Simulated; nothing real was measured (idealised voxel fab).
The process module presented herein is designated voxel local oxidation.
This is section cut - it's 285 nm across, gridded in 5 nm square cells.
Reading order for cross-sections: top band down to bottom band. Underlying form: a grid of square cells. Band size: one or more rows of cells.
Top, bottom (nm), then materials left to right with widths (nm); lone material tagged "throughout" fills the whole band edge to edge; "air" = empty space.
Beneath 0, the wafer as received is one material, and that level is where height counting begins. The lowest band goes on downward without a bottom; it is written like "0..down".
Think of "30 to 40" as a width that walks from the first number to the second as you go down the band, top row to bottom row, taking equal-sized steps from row to row.
Step marked "nothing different"? Then no cell in the cross-section changed in it.
For the entry "Closed void catalog", the listed items are empty spaces with no open way to the top whose size is 8 cells or more; each item follows the pattern width x height at distance, where distance is from the left edge and all three are in nm.
Where a step's line continues beyond its settings, the continuation is a remark by the simulator itself on that step.
Each step line may optionally specify "overlay nm", which for a step with a mask gives the rightward distance between the mask's planned place and where it lay, a negative value indicating the leftward direction.
Plan:
- 1: op RECEIVE | material Si
- 2: op CONFORMAL_DEP | material SiO2 | thk nm 5
- 3: op CONFORMAL_DEP | material SiN | thk nm 10
- 4: op MASKED_ETCH | tone cover | mask id ACTIVE | width nm 110 | etch materials SiN | depth nm 10 | overlay nm 0
- 5: op SELECTIVE_ETCH | etch materials SiO2 | depth nm 5
- 6: op OXIDIZE | depth nm 15
- 7: op STRIP | etch materials SiN
As received (post step 1): cross-section:
- 0..down: Si throughout
- Closed void catalog: none
The following cross-section depicts the wafer upon conclusion of the module. Processing commenced from the starting condition illustrated above and adhered to the plan illustrated above, save for one mistake in execution:
- 5..0: 80 SiO2; 120 air; 85 SiO2
- 0..-15: 65 Si; 150 SiO2; 70 Si
- -15..down: Si throughout
- Closed void catalog: none
In executing the process, a mistake was made relative to the plan: step 4 ran as: op MASKED_ETCH | tone open | mask id ACTIVE | width nm 110 | etch materials SiN | depth nm 10 | overlay nm 0
